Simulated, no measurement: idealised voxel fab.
Herein follows the process module entitled voxel self aligned vias.
The cross-section shown here is cut; it is 245 nm wide and divided into square cells measuring 5 nm on a side.
Cross-section spec: square-cell grid; bands listed top down; each band is one or more rows. Each band's line starts with the height of the band's top and of its bottom, in nm. Then come its materials from left to right, each with its width in nm. One material with "all across" fills the band from edge to edge. "blank" is empty space. Zero point of the height axis is 0; under it, received wafer = one material. Lowest band: continues down indefinitely, "top 0, no bottom". You'd read "30->40" like this: the band's top row of cells is as wide as the first number, its bottom row is as wide as the second, and going down, every row changes width by the same amount as the row before did. Reading "remains unaltered" for a step: not a cell of the cross-section changed in it. Voids not open to the top, 8 cells minimum: see "Fully sealed cavities". Written width x height at distance; distance is from the left edge; nm. Step line, after settings: the simulator's comment on this step. "overlay nm" answers the question of how far to the right of plan the mask lay on a step that has a mask, and when it is negative the answer is to the left. Guide to the pairs. Each holds a before and an after cross-section around one process step; the after cross-section is cut off at the lowest band that changed. Look under the pair for the step between them and its settings. Pairs can come from different runs of this module on the same starting wafer, so a pair follows on from the one above it only where its entry headed "Ex-ante state" says it does.
Ex-ante state
* top 0, no bottom = Si all across
* Fully sealed cavities: none
Post-Step Cross-Section
* top 10, bottom 0 = SiO2 all across
* Lower than 0, everything is as it was.
* Fully sealed cavities: none
Between before and after as drawn above: CONFORMAL_DEP,material SiO2,thk nm 10
Ex-ante state: see preceding pair, after cross-section.
Post-Step Cross-Section
* top 15, bottom 10 = SiCN all across
* Lower than 10, everything is as it was.
* Fully sealed cavities: none
Between before and after as drawn above: CONFORMAL_DEP,material SiCN,thk nm 5
Ex-ante state: see preceding pair, after cross-section.
Post-Step Cross-Section
* top 40, bottom 15 = lowk all across
* Lower than 15, everything is as it was.
* Fully sealed cavities: none
Between before and after as drawn above: DIRECTIONAL_DEP,material lowk,thk nm 25
Ex-ante state: see preceding pair, after cross-section.
Post-Step Cross-Section
* top 40, bottom 15 = 80 lowk  25 blank  35 lowk  25 blank  80 lowk
* Lower than 15, everything is as it was.
* Fully sealed cavities: none
Between before and after as drawn above: MASKED_ETCH,tone open,mask id LINES,width nm 25,pitch nm 60,etch materials lowk,depth nm 25,overlay nm 0
Ex-ante state: see preceding pair, after cross-section.
Post-Step Cross-Section
* top 45, bottom 40 = 85 TiN  15 blank  45 TiN  15 blank  85 TiN
* top 40, bottom 20 = 80 lowk  5 TiN  15 blank  5 TiN  35 lowk  5 TiN  15 blank  5 TiN  80 lowk
* top 20, bottom 15 = 80 lowk  25 TiN  35 lowk  25 TiN  80 lowk
* Lower than 15, everything is as it was.
* Fully sealed cavities: none
Between before and after as drawn above: CONFORMAL_DEP,material TiN,thk nm 5
Ex-ante state: see preceding pair, after cross-section.
Post-Step Cross-Section
* top 50, bottom 45 = W all across
* top 45, bottom 40 = 85 TiN  15 W  45 TiN  15 W  85 TiN
* top 40, bottom 20 = 80 lowk  5 TiN  15 W  5 TiN  35 lowk  5 TiN  15 W  5 TiN  80 lowk
* Lower than 20, everything is as it was.
* Fully sealed cavities: none
Between before and after as drawn above: FILL_DEP,material W,thk nm 5
Ex-ante state: see preceding pair, after cross-section.
Post-Step Cross-Section
* top 40, bottom 20 = 80 lowk  5 TiN  15 W  5 TiN  35 lowk  5 TiN  15 W  5 TiN  80 lowk
* Lower than 20, everything is as it was.
* Fully sealed cavities: none
Between before and after as drawn above: CMP,height nm 40
Ex-ante state: see preceding pair, after cross-section.
Post-Step Cross-Section
* top 40, bottom 30 = 80 lowk  25 blank  35 lowk  25 blank  80 lowk
* Lower than 30, everything is as it was.
* Fully sealed cavities: none
Between before and after as drawn above: SELECTIVE_ETCH,etch materials W Ru TiN,depth nm 10
Ex-ante state: see preceding pair, after cross-section.
Post-Step Cross-Section
* top 45, bottom 40 = SiN all across
* top 40, bottom 30 = 80 lowk  25 SiN  35 lowk  25 SiN  80 lowk
* Lower than 30, everything is as it was.
* Fully sealed cavities: none
Between before and after as drawn above: FILL_DEP,material SiN,thk nm 5
Ex-ante state: see preceding pair, after cross-section.
Post-Step Cross-Section
* top 40, bottom 30 = 80 lowk  25 SiN  35 lowk  25 SiN  80 lowk
* Lower than 30, everything is as it was.
* Fully sealed cavities: none
Between before and after as drawn above: CMP,height nm 40
Ex-ante state: see preceding pair, after cross-section.
Post-Step Cross-Section
* top 60, bottom 40 = lowk all across
* Lower than 40, everything is as it was.
* Fully sealed cavities: none
Between before and after as drawn above: DIRECTIONAL_DEP,material lowk,thk nm 20
Ex-ante state: see preceding pair, after cross-section.
Post-Step Cross-Section
* top 80, bottom 60 = 70 resist  45 blank  15 resist  45 blank  70 resist
* Lower than 60, everything is as it was.
* Fully sealed cavities: none
Between before and after as drawn above: PATTERN,tone open,mask id VIAS,material resist,width nm 45,pitch nm 60,thk nm 20,overlay nm 0
Ex-ante state: see preceding pair, after cross-section.
Post-Step Cross-Section
* top 80, bottom 60 = 70 resist  45 blank  15 resist  45 blank  70 resist
* top 60, bottom 40 = 70 lowk  45 blank  15 lowk  45 blank  70 lowk
* Lower than 40, everything is as it was.
* Fully sealed cavities: none
Between before and after as drawn above: DIRECTIONAL_ETCH,etch materials lowk,depth nm 20
Ex-ante state: see preceding pair, after cross-section.
Post-Step Cross-Section
* top 80, bottom 60 = 70 resist  45 blank  15 resist  45 blank  70 resist
* top 60, bottom 40 = 70 lowk  45 blank  15 lowk  45 blank  70 lowk
* top 40, bottom 30 = 80 lowk  25 blank  35 lowk  25 blank  80 lowk
* Lower than 30, everything is as it was.
* Fully sealed cavities: none
Between before and after as drawn above: DIRECTIONAL_ETCH,etch materials SiN,depth nm 10
Ex-ante state: see preceding pair, after cross-section.
Post-Step Cross-Section
* top 60, bottom 40 = 70 lowk  45 blank  15 lowk  45 blank  70 lowk
* Lower than 40, everything is as it was.
* Fully sealed cavities: none
Between before and after as drawn above: STRIP,etch materials resist
Ex-ante state: see preceding pair, after cross-section.
Post-Step Cross-Section
* top 65, bottom 60 = 75 TiN  35 blank  25 TiN  35 blank  75 TiN
* top 60, bottom 45 = 70 lowk  5 TiN  35 blank  5 TiN  15 lowk  5 TiN  35 blank  5 TiN  70 lowk
* top 45, bottom 35 = 70->80 lowk  15->5 TiN  15 blank  15->5 TiN  15->35 lowk  15->5 TiN  15 blank  15->5 TiN  70->80 lowk
* top 35, bottom 30 = 80 lowk  25 TiN  35 lowk  25 TiN  80 lowk
* Lower than 30, everything is as it was.
* Fully sealed cavities: none
Between before and after as drawn above: CONFORMAL_DEP,material TiN,thk nm 5
Ex-ante state: see preceding pair, after cross-section.
Post-Step Cross-Section
* top 70, bottom 65 = Ru all across
* top 65, bottom 60 = 75 TiN  35 Ru  25 TiN  35 Ru  75 TiN
* top 60, bottom 45 = 70 lowk  5 TiN  35 Ru  5 TiN  15 lowk  5 TiN  35 Ru  5 TiN  70 lowk
* top 45, bottom 35 = 70->80 lowk  15->5 TiN  15 Ru  15->5 TiN  15->35 lowk  15->5 TiN  15 Ru  15->5 TiN  70->80 lowk
* Lower than 35, everything is as it was.
* Fully sealed cavities: none
Between before and after as drawn above: FILL_DEP,material Ru,thk nm 5
Ex-ante state: see preceding pair, after cross-section.
Post-Step Cross-Section
* top 60, bottom 45 = 70 lowk  5 TiN  35 Ru  5 TiN  15 lowk  5 TiN  35 Ru  5 TiN  70 lowk
* Lower than 45, everything is as it was.
* Fully sealed cavities: none
Between before and after as drawn above: CMP,height nm 60
Ex-ante state: see preceding pair, after cross-section.
Post-Step Cross-Section
* top 65, bottom 60 = SiN all across
* Lower than 60, everything is as it was.
* Fully sealed cavities: none
Between before and after as drawn above: CONFORMAL_DEP,material SiN,thk nm 5
Ex-ante state
* top 10, bottom 0 = SiO2 all across
* top 0, no bottom = Si all across
* Fully sealed cavities: none
Post-Step Cross-Section
* top 35, bottom 10 = lowk all across
* Lower than 10, everything is as it was.
* Fully sealed cavities: none
Between before and after as drawn above: DIRECTIONAL_DEP,material lowk,thk nm 25
Ex-ante state: see preceding pair, after cross-section.
Post-Step Cross-Section
* top 35, bottom 10 = 80 lowk  25 blank  35 lowk  25 blank  80 lowk
* Lower than 10, everything is as it was.
* Fully sealed cavities: none
Between before and after as drawn above: MASKED_ETCH,tone open,mask id LINES,width nm 25,pitch nm 60,etch materials lowk,depth nm 25,overlay nm 0
Ex-ante state: see preceding pair, after cross-section.
Post-Step Cross-Section
* top 40, bottom 35 = 85 TiN  15 blank  45 TiN  15 blank  85 TiN
* top 35, bottom 15 = 80 lowk  5 TiN  15 blank  5 TiN  35 lowk  5 TiN  15 blank  5 TiN  80 lowk
* top 15, bottom 10 = 80 lowk  25 TiN  35 lowk  25 TiN  80 lowk
* Lower than 10, everything is as it was.
* Fully sealed cavities: none
Between before and after as drawn above: CONFORMAL_DEP,material TiN,thk nm 5
Ex-ante state: see preceding pair, after cross-section.
Post-Step Cross-Section
* top 45, bottom 40 = W all across
* top 40, bottom 35 = 85 TiN  15 W  45 TiN  15 W  85 TiN
* top 35, bottom 15 = 80 lowk  5 TiN  15 W  5 TiN  35 lowk  5 TiN  15 W  5 TiN  80 lowk
* Lower than 15, everything is as it was.
* Fully sealed cavities: none
Between before and after as drawn above: FILL_DEP,material W,thk nm 5
Ex-ante state: see preceding pair, after cross-section.
Post-Step Cross-Section
* top 40, bottom 35 = 85 TiN  15 W  45 TiN  15 W  85 TiN
* Lower than 35, everything is as it was.
* Fully sealed cavities: none
Between before and after as drawn above: CMP,height nm 40
Ex-ante state: see preceding pair, after cross-section.
Post-Step Cross-Section
* top 35, bottom 30 = 80 lowk  25 blank  35 lowk  25 blank  80 lowk
* Lower than 30, everything is as it was.
* Fully sealed cavities: none
Between before and after as drawn above: SELECTIVE_ETCH,etch materials W Ru TiN,depth nm 10
Ex-ante state: see preceding pair, after cross-section.
Post-Step Cross-Section
* top 40, bottom 35 = SiN all across
* top 35, bottom 30 = 80 lowk  25 SiN  35 lowk  25 SiN  80 lowk
* Lower than 30, everything is as it was.
* Fully sealed cavities: none
Between before and after as drawn above: FILL_DEP,material SiN,thk nm 5
Ex-ante state: see preceding pair, after cross-section.
Post-Step Cross-Section
* top 60, bottom 40 = lowk all across
* Lower than 40, everything is as it was.
* Fully sealed cavities: none
Between before and after as drawn above: DIRECTIONAL_DEP,material lowk,thk nm 20
Ex-ante state: see preceding pair, after cross-section.
Post-Step Cross-Section
* top 80, bottom 60 = 70 resist  45 blank  15 resist  45 blank  70 resist
* Lower than 60, everything is as it was.
* Fully sealed cavities: none
Between before and after as drawn above: PATTERN,tone open,mask id VIAS,material resist,width nm 45,pitch nm 60,thk nm 20,overlay nm 0
Ex-ante state: see preceding pair, after cross-section.
Post-Step Cross-Section
* top 80, bottom 60 = 70 resist  45 blank  15 resist  45 blank  70 resist
* top 60, bottom 40 = 70 lowk  45 blank  15 lowk  45 blank  70 lowk
* Lower than 40, everything is as it was.
* Fully sealed cavities: none
Between before and after as drawn above: DIRECTIONAL_ETCH,etch materials lowk,depth nm 20
Ex-ante state: see preceding pair, after cross-section.
Post-Step Cross-Section
* top 80, bottom 60 = 70 resist  45 blank  15 resist  45 blank  70 resist
* top 60, bottom 40 = 70 lowk  45 blank  15 lowk  45 blank  70 lowk
* top 40, bottom 35 = 70 SiN  45 blank  15 SiN  45 blank  70 SiN
* top 35, bottom 30 = 80 lowk  25 blank  35 lowk  25 blank  80 lowk
* Lower than 30, everything is as it was.
* Fully sealed cavities: none
Between before and after as drawn above: DIRECTIONAL_ETCH,etch materials SiN,depth nm 10
Ex-ante state: see preceding pair, after cross-section.
Post-Step Cross-Section
* top 60, bottom 40 = 70 lowk  45 blank  15 lowk  45 blank  70 lowk
* Lower than 40, everything is as it was.
* Fully sealed cavities: none
Between before and after as drawn above: STRIP,etch materials resist
Ex-ante state: see preceding pair, after cross-section.
Post-Step Cross-Section
* top 65, bottom 60 = 75 TiN  35 blank  25 TiN  35 blank  75 TiN
* top 60, bottom 40 = 70 lowk  5 TiN  35 blank  5 TiN  15 lowk  5 TiN  35 blank  5 TiN  70 lowk
* top 40, bottom 35 = 70 SiN  15 TiN  15 blank  15 TiN  15 SiN  15 TiN  15 blank  15 TiN  70 SiN
* top 35, bottom 30 = 80 lowk  25 TiN  35 lowk  25 TiN  80 lowk
* Lower than 30, everything is as it was.
* Fully sealed cavities: none
Between before and after as drawn above: CONFORMAL_DEP,material TiN,thk nm 5
Ex-ante state: see preceding pair, after cross-section.
Post-Step Cross-Section
* top 70, bottom 65 = Ru all across
* top 65, bottom 60 = 75 TiN  35 Ru  25 TiN  35 Ru  75 TiN
* top 60, bottom 40 = 70 lowk  5 TiN  35 Ru  5 TiN  15 lowk  5 TiN  35 Ru  5 TiN  70 lowk
* top 40, bottom 35 = 70 SiN  15 TiN  15 Ru  15 TiN  15 SiN  15 TiN  15 Ru  15 TiN  70 SiN
* Lower than 35, everything is as it was.
* Fully sealed cavities: none
Between before and after as drawn above: FILL_DEP,material Ru,thk nm 5
Ex-ante state: see preceding pair, after cross-section.
Post-Step Cross-Section
* top 60, bottom 40 = 70 lowk  5 TiN  35 Ru  5 TiN  15 lowk  5 TiN  35 Ru  5 TiN  70 lowk
* Lower than 40, everything is as it was.
* Fully sealed cavities: none
Between before and after as drawn above: CMP,height nm 60
Ex-ante state: see preceding pair, after cross-section.
Post-Step Cross-Section
* top 65, bottom 60 = SiN all across
* Lower than 60, everything is as it was.
* Fully sealed cavities: none
Between before and after as drawn above: CONFORMAL_DEP,material SiN,thk nm 5
Ex-ante state
* top 80, bottom 60 = 70 resist  45 blank  15 resist  45 blank  70 resist
* top 60, bottom 40 = 70 lowk  45 blank  15 lowk  45 blank  70 lowk
* top 40, bottom 30 = 80 lowk  25 SiN  35 lowk  25 SiN  80 lowk
* top 30, bottom 20 = 80 lowk  5 TiN  15 W  5 TiN  35 lowk  5 TiN  15 W  5 TiN  80 lowk
* top 20, bottom 15 = 80 lowk  25 TiN  35 lowk  25 TiN  80 lowk
* top 15, bottom 10 = SiCN all across
* top 10, bottom 0 = SiO2 all across
* top 0, no bottom = Si all across
* Fully sealed cavities: none
Post-Step Cross-Section
* top 80, bottom 60 = 70 resist  45 blank  15 resist  45 blank  70 resist
* top 60, bottom 40 = 70 lowk  45 blank  15 lowk  45 blank  70 lowk
* top 40, bottom 30 = 70 lowk  10 blank  25 SiN  10 blank  15 lowk  10 blank  25 SiN  10 blank  70 lowk
* top 30, bottom 20 = 70 lowk  10 blank  5 TiN  15 W  5 TiN  10 blank  15 lowk  10 blank  5 TiN  15 W  5 TiN  10 blank  70 lowk
* Lower than 20, everything is as it was.
* Fully sealed cavities: none
Between before and after as drawn above: DIRECTIONAL_ETCH,etch materials lowk,depth nm 20
Ex-ante state: see preceding pair, after cross-section.
Post-Step Cross-Section
* top 80, bottom 60 = 70 resist  45 blank  15 resist  45 blank  70 resist
* top 60, bottom 30 = 70 lowk  45 blank  15 lowk  45 blank  70 lowk
* Lower than 30, everything is as it was.
* Fully sealed cavities: none
Between before and after as drawn above: DIRECTIONAL_ETCH,etch materials SiN,depth nm 10
Ex-ante state: see preceding pair, after cross-section.
Post-Step Cross-Section
* top 60, bottom 30 = 70 lowk  45 blank  15 lowk  45 blank  70 lowk
* Lower than 30, everything is as it was.
* Fully sealed cavities: none
Between before and after as drawn above: STRIP,etch materials resist
Ex-ante state: see preceding pair, after cross-section.
Post-Step Cross-Section
* top 65, bottom 60 = 75 TiN  35 blank  25 TiN  35 blank  75 TiN
* top 60, bottom 35 = 70 lowk  5 TiN  35 blank  5 TiN  15 lowk  5 TiN  35 blank  5 TiN  70 lowk
* top 35, bottom 30 = 70 lowk  45 TiN  15 lowk  45 TiN  70 lowk
* top 30, bottom 20 = 70 lowk  15 TiN  15 W  15 TiN  15 lowk  15 TiN  15 W  15 TiN  70 lowk
* Lower than 20, everything is as it was.
* Fully sealed cavities: none
Between before and after as drawn above: CONFORMAL_DEP,material TiN,thk nm 5
Ex-ante state: see preceding pair, after cross-section.
Post-Step Cross-Section
* top 70, bottom 65 = Ru all across
* top 65, bottom 60 = 75 TiN  35 Ru  25 TiN  35 Ru  75 TiN
* top 60, bottom 35 = 70 lowk  5 TiN  35 Ru  5 TiN  15 lowk  5 TiN  35 Ru  5 TiN  70 lowk
* Lower than 35, everything is as it was.
* Fully sealed cavities: none
Between before and after as drawn above: FILL_DEP,material Ru,thk nm 5
Ex-ante state: see preceding pair, after cross-section.
Post-Step Cross-Section
* top 60, bottom 35 = 70 lowk  5 TiN  35 Ru  5 TiN  15 lowk  5 TiN  35 Ru  5 TiN  70 lowk
* Lower than 35, everything is as it was.
* Fully sealed cavities: none
Between before and after as drawn above: CMP,height nm 60
Ex-ante state: see preceding pair, after cross-section.
Post-Step Cross-Section
* top 65, bottom 60 = SiN all across
* Lower than 60, everything is as it was.
* Fully sealed cavities: none
Between before and after as drawn above: CONFORMAL_DEP,material SiN,thk nm 5
Ex-ante state
* top 35, bottom 10 = lowk all across
* top 10, bottom 0 = SiO2 all across
* top 0, no bottom = Si all across
* Fully sealed cavities: none
Post-Step Cross-Section
* top 40, bottom 35 = SiCN all across
* Lower than 35, everything is as it was.
* Fully sealed cavities: none
Between before and after as drawn above: CONFORMAL_DEP,material SiCN,thk nm 5
Ex-ante state: see preceding pair, after cross-section.
Post-Step Cross-Section
* top 45, bottom 40 = TiN all across
* Lower than 40, everything is as it was.
* Fully sealed cavities: none
Between before and after as drawn above: CONFORMAL_DEP,material TiN,thk nm 5
Ex-ante state: see preceding pair, after cross-section.
Post-Step Cross-Section
* top 50, bottom 45 = W all across
* Lower than 45, everything is as it was.
* Fully sealed cavities: none
Between before and after as drawn above: FILL_DEP,material W,thk nm 5
Ex-ante state: see preceding pair, after cross-section.
Post-Step Cross-Section
* top 40, bottom 35 = SiCN all across
* Lower than 35, everything is as it was.
* Fully sealed cavities: none
Between before and after as drawn above: CMP,height nm 40
Ex-ante state: see preceding pair, after cross-section.
Post-Step Cross-Section
* top 45, bottom 40 = SiN all across
* Lower than 40, everything is as it was.
* Fully sealed cavities: none
Between before and after as drawn above: FILL_DEP,material SiN,thk nm 5
Ex-ante state: see preceding pair, after cross-section.
Post-Step Cross-Section
* top 40, bottom 35 = SiCN all across
* Lower than 35, everything is as it was.
* Fully sealed cavities: none
Between before and after as drawn above: CMP,height nm 40
Ex-ante state: see preceding pair, after cross-section.
Post-Step Cross-Section
* top 60, bottom 40 = lowk all across
* Lower than 40, everything is as it was.
* Fully sealed cavities: none
Between before and after as drawn above: DIRECTIONAL_DEP,material lowk,thk nm 20
Ex-ante state: see preceding pair, after cross-section.
Post-Step Cross-Section
* top 80, bottom 60 = 70 resist  45 blank  15 resist  45 blank  70 resist
* Lower than 60, everything is as it was.
* Fully sealed cavities: none
Between before and after as drawn above: PATTERN,tone open,mask id VIAS,material resist,width nm 45,pitch nm 60,thk nm 20,overlay nm 0
Ex-ante state: see preceding pair, after cross-section.
Post-Step Cross-Section
* top 80, bottom 60 = 70 resist  45 blank  15 resist  45 blank  70 resist
* top 60, bottom 40 = 70 lowk  45 blank  15 lowk  45 blank  70 lowk
* Lower than 40, everything is as it was.
* Fully sealed cavities: none
Between before and after as drawn above: DIRECTIONAL_ETCH,etch materials lowk,depth nm 20
Ex-ante state: see preceding pair, after cross-section.
Post-Step Cross-Section
* top 60, bottom 40 = 70 lowk  45 blank  15 lowk  45 blank  70 lowk
* Lower than 40, everything is as it was.
* Fully sealed cavities: none
Between before and after as drawn above: STRIP,etch materials resist
Ex-ante state: see preceding pair, after cross-section.
Post-Step Cross-Section
* top 65, bottom 60 = 75 TiN  35 blank  25 TiN  35 blank  75 TiN
* top 60, bottom 45 = 70 lowk  5 TiN  35 blank  5 TiN  15 lowk  5 TiN  35 blank  5 TiN  70 lowk
* top 45, bottom 40 = 70 lowk  45 TiN  15 lowk  45 TiN  70 lowk
* Lower than 40, everything is as it was.
* Fully sealed cavities: none
Between before and after as drawn above: CONFORMAL_DEP,material TiN,thk nm 5
Ex-ante state: see preceding pair, after cross-section.
Post-Step Cross-Section
* top 70, bottom 65 = Ru all across
* top 65, bottom 60 = 75 TiN  35 Ru  25 TiN  35 Ru  75 TiN
* top 60, bottom 45 = 70 lowk  5 TiN  35 Ru  5 TiN  15 lowk  5 TiN  35 Ru  5 TiN  70 lowk
* Lower than 45, everything is as it was.
* Fully sealed cavities: none
Between before and after as drawn above: FILL_DEP,material Ru,thk nm 5
Ex-ante state: see preceding pair, after cross-section.
Post-Step Cross-Section
* top 60, bottom 45 = 70 lowk  5 TiN  35 Ru  5 TiN  15 lowk  5 TiN  35 Ru  5 TiN  70 lowk
* Lower than 45, everything is as it was.
* Fully sealed cavities: none
Between before and after as drawn above: CMP,height nm 60
Ex-ante state: see preceding pair, after cross-section.
Post-Step Cross-Section
* top 65, bottom 60 = SiN all across
* Lower than 60, everything is as it was.
* Fully sealed cavities: none
Between before and after as drawn above: CONFORMAL_DEP,material SiN,thk nm 5
Ex-ante state
* top 15, bottom 10 = SiCN all across
* top 10, bottom 0 = SiO2 all across
* top 0, no bottom = Si all across
* Fully sealed cavities: none
Post-Step Cross-Section
* top 35, bottom 15 = lowk all across
* Lower than 15, everything is as it was.
* Fully sealed cavities: none
Between before and after as drawn above: DIRECTIONAL_DEP,material lowk,thk nm 20
Ex-ante state: see preceding pair, after cross-section.
Post-Step Cross-Section
* top 35, bottom 15 = 80 lowk  25 blank  35 lowk  25 blank  80 lowk
* Lower than 15, everything is as it was.
* Fully sealed cavities: none
Between before and after as drawn above: MASKED_ETCH,tone open,mask id LINES,width nm 25,pitch nm 60,etch materials lowk,depth nm 25,overlay nm 0
Ex-ante state: see preceding pair, after cross-section.
Post-Step Cross-Section
* top 40, bottom 35 = 85 TiN  15 blank  45 TiN  15 blank  85 TiN
* top 35, bottom 20 = 80 lowk  5 TiN  15 blank  5 TiN  35 lowk  5 TiN  15 blank  5 TiN  80 lowk
* top 20, bottom 15 = 80 lowk  25 TiN  35 lowk  25 TiN  80 lowk
* Lower than 15, everything is as it was.
* Fully sealed cavities: none
Between before and after as drawn above: CONFORMAL_DEP,material TiN,thk nm 5
Ex-ante state: see preceding pair, after cross-section.
Post-Step Cross-Section
* top 45, bottom 40 = W all across
* top 40, bottom 35 = 85 TiN  15 W  45 TiN  15 W  85 TiN
* top 35, bottom 20 = 80 lowk  5 TiN  15 W  5 TiN  35 lowk  5 TiN  15 W  5 TiN  80 lowk
* Lower than 20, everything is as it was.
* Fully sealed cavities: none
Between before and after as drawn above: FILL_DEP,material W,thk nm 5
Ex-ante state: see preceding pair, after cross-section.
Post-Step Cross-Section
* top 40, bottom 35 = 85 TiN  15 W  45 TiN  15 W  85 TiN
* Lower than 35, everything is as it was.
* Fully sealed cavities: none
Between before and after as drawn above: CMP,height nm 40
Ex-ante state: see preceding pair, after cross-section.
Post-Step Cross-Section
* top 35, bottom 30 = 80 lowk  25 blank  35 lowk  25 blank  80 lowk
* Lower than 30, everything is as it was.
* Fully sealed cavities: none
Between before and after as drawn above: SELECTIVE_ETCH,etch materials W Ru TiN,depth nm 10
Ex-ante state: see preceding pair, after cross-section.
Post-Step Cross-Section
* top 40, bottom 35 = SiN all across
* top 35, bottom 30 = 80 lowk  25 SiN  35 lowk  25 SiN  80 lowk
* Lower than 30, everything is as it was.
* Fully sealed cavities: none
Between before and after as drawn above: FILL_DEP,material SiN,thk nm 5
Ex-ante state: see preceding pair, after cross-section.
Post-Step Cross-Section
* top 60, bottom 40 = lowk all across
* Lower than 40, everything is as it was.
* Fully sealed cavities: none
Between before and after as drawn above: DIRECTIONAL_DEP,material lowk,thk nm 20
Ex-ante state: see preceding pair, after cross-section.
Post-Step Cross-Section
* top 80, bottom 60 = 70 resist  45 blank  15 resist  45 blank  70 resist
* Lower than 60, everything is as it was.
* Fully sealed cavities: none
Between before and after as drawn above: PATTERN,tone open,mask id VIAS,material resist,width nm 45,pitch nm 60,thk nm 20,overlay nm 0
Ex-ante state: see preceding pair, after cross-section.
Post-Step Cross-Section
* top 80, bottom 60 = 70 resist  45 blank  15 resist  45 blank  70 resist
* top 60, bottom 40 = 70 lowk  45 blank  15 lowk  45 blank  70 lowk
* Lower than 40, everything is as it was.
* Fully sealed cavities: none
Between before and after as drawn above: DIRECTIONAL_ETCH,etch materials lowk,depth nm 20
Ex-ante state: see preceding pair, after cross-section.
Post-Step Cross-Section
* top 80, bottom 60 = 70 resist  45 blank  15 resist  45 blank  70 resist
* top 60, bottom 40 = 70 lowk  45 blank  15 lowk  45 blank  70 lowk
* top 40, bottom 35 = 70 SiN  45 blank  15 SiN  45 blank  70 SiN
* top 35, bottom 30 = 80 lowk  25 blank  35 lowk  25 blank  80 lowk
* Lower than 30, everything is as it was.
* Fully sealed cavities: none
Between before and after as drawn above: DIRECTIONAL_ETCH,etch materials SiN,depth nm 10
Ex-ante state: see preceding pair, after cross-section.
Post-Step Cross-Section
* top 60, bottom 40 = 70 lowk  45 blank  15 lowk  45 blank  70 lowk
* Lower than 40, everything is as it was.
* Fully sealed cavities: none
Between before and after as drawn above: STRIP,etch materials resist
Ex-ante state: see preceding pair, after cross-section.
Post-Step Cross-Section
* top 65, bottom 60 = 75 TiN  35 blank  25 TiN  35 blank  75 TiN
* top 60, bottom 40 = 70 lowk  5 TiN  35 blank  5 TiN  15 lowk  5 TiN  35 blank  5 TiN  70 lowk
* top 40, bottom 35 = 70 SiN  15 TiN  15 blank  15 TiN  15 SiN  15 TiN  15 blank  15 TiN  70 SiN
* top 35, bottom 30 = 80 lowk  25 TiN  35 lowk  25 TiN  80 lowk
* Lower than 30, everything is as it was.
* Fully sealed cavities: none
Between before and after as drawn above: CONFORMAL_DEP,material TiN,thk nm 5
Ex-ante state: see preceding pair, after cross-section.
Post-Step Cross-Section
* top 70, bottom 65 = Ru all across
* top 65, bottom 60 = 75 TiN  35 Ru  25 TiN  35 Ru  75 TiN
* top 60, bottom 40 = 70 lowk  5 TiN  35 Ru  5 TiN  15 lowk  5 TiN  35 Ru  5 TiN  70 lowk
* top 40, bottom 35 = 70 SiN  15 TiN  15 Ru  15 TiN  15 SiN  15 TiN  15 Ru  15 TiN  70 SiN
* Lower than 35, everything is as it was.
* Fully sealed cavities: none
Between before and after as drawn above: FILL_DEP,material Ru,thk nm 5
Ex-ante state: see preceding pair, after cross-section.
Post-Step Cross-Section
* top 60, bottom 40 = 70 lowk  5 TiN  35 Ru  5 TiN  15 lowk  5 TiN  35 Ru  5 TiN  70 lowk
* Lower than 40, everything is as it was.
* Fully sealed cavities: none
Between before and after as drawn above: CMP,height nm 60
Ex-ante state: see preceding pair, after cross-section.
Post-Step Cross-Section
* top 65, bottom 60 = SiN all across
* Lower than 60, everything is as it was.
* Fully sealed cavities: none
Between before and after as drawn above: CONFORMAL_DEP,material SiN,thk nm 5
Ex-ante state
* top 40, bottom 15 = lowk all across
* top 15, bottom 10 = SiCN all across
* top 10, bottom 0 = SiO2 all across
* top 0, no bottom = Si all across
* Fully sealed cavities: none
Post-Step Cross-Section
* top 40, bottom 15 = 85 lowk  15 blank  45 lowk  15 blank  85 lowk
* Lower than 15, everything is as it was.
* Fully sealed cavities: none
Between before and after as drawn above: MASKED_ETCH,tone open,mask id LINES,width nm 15,pitch nm 60,etch materials lowk,depth nm 25,overlay nm 0
Ex-ante state: see preceding pair, after cross-section.
Post-Step Cross-Section
* top 45, bottom 40 = 90 TiN  5 blank  55 TiN  5 blank  90 TiN
* top 40, bottom 20 = 85 lowk  5 TiN  5 blank  5 TiN  45 lowk  5 TiN  5 blank  5 TiN  85 lowk
* top 20, bottom 15 = 85 lowk  15 TiN  45 lowk  15 TiN  85 lowk
* Lower than 15, everything is as it was.
* Fully sealed cavities: none
Between before and after as drawn above: CONFORMAL_DEP,material TiN,thk nm 5
Ex-ante state: see preceding pair, after cross-section.
Post-Step Cross-Section
* top 50, bottom 45 = W all across
* top 45, bottom 40 = 90 TiN  5 W  55 TiN  5 W  90 TiN
* top 40, bottom 20 = 85 lowk  5 TiN  5 W  5 TiN  45 lowk  5 TiN  5 W  5 TiN  85 lowk
* Lower than 20, everything is as it was.
* Fully sealed cavities: none
Between before and after as drawn above: FILL_DEP,material W,thk nm 5
Ex-ante state: see preceding pair, after cross-section.
Post-Step Cross-Section
* top 40, bottom 20 = 85 lowk  5 TiN  5 W  5 TiN  45 lowk  5 TiN  5 W  5 TiN  85 lowk
* Lower than 20, everything is as it was.
* Fully sealed cavities: none
Between before and after as drawn above: CMP,height nm 40
Ex-ante state: see preceding pair, after cross-section.
Post-Step Cross-Section
* top 40, bottom 30 = 85 lowk  15 blank  45 lowk  15 blank  85 lowk
* Lower than 30, everything is as it was.
* Fully sealed cavities: none
Between before and after as drawn above: SELECTIVE_ETCH,etch materials W Ru TiN,depth nm 10
Ex-ante state: see preceding pair, after cross-section.
Post-Step Cross-Section
* top 45, bottom 40 = SiN all across
* top 40, bottom 30 = 85 lowk  15 SiN  45 lowk  15 SiN  85 lowk
* Lower than 30, everything is as it was.
* Fully sealed cavities: none
Between before and after as drawn above: FILL_DEP,material SiN,thk nm 5
Ex-ante state: see preceding pair, after cross-section.
Post-Step Cross-Section
* top 40, bottom 30 = 85 lowk  15 SiN  45 lowk  15 SiN  85 lowk
* Lower than 30, everything is as it was.
* Fully sealed cavities: none
Between before and after as drawn above: CMP,height nm 40
Ex-ante state: see preceding pair, after cross-section.
Post-Step Cross-Section
* top 60, bottom 40 = lowk all across
* Lower than 40, everything is as it was.
* Fully sealed cavities: none
Between before and after as drawn above: DIRECTIONAL_DEP,material lowk,thk nm 20
Ex-ante state: see preceding pair, after cross-section.
Post-Step Cross-Section
* top 80, bottom 60 = 70 resist  45 blank  15 resist  45 blank  70 resist
* Lower than 60, everything is as it was.
* Fully sealed cavities: none
Between before and after as drawn above: PATTERN,tone open,mask id VIAS,material resist,width nm 45,pitch nm 60,thk nm 20,overlay nm 0
Ex-ante state: see preceding pair, after cross-section.
Post-Step Cross-Section
* top 80, bottom 60 = 70 resist  45 blank  15 resist  45 blank  70 resist
* top 60, bottom 40 = 70 lowk  45 blank  15 lowk  45 blank  70 lowk
* Lower than 40, everything is as it was.
* Fully sealed cavities: none
Between before and after as drawn above: DIRECTIONAL_ETCH,etch materials lowk,depth nm 20
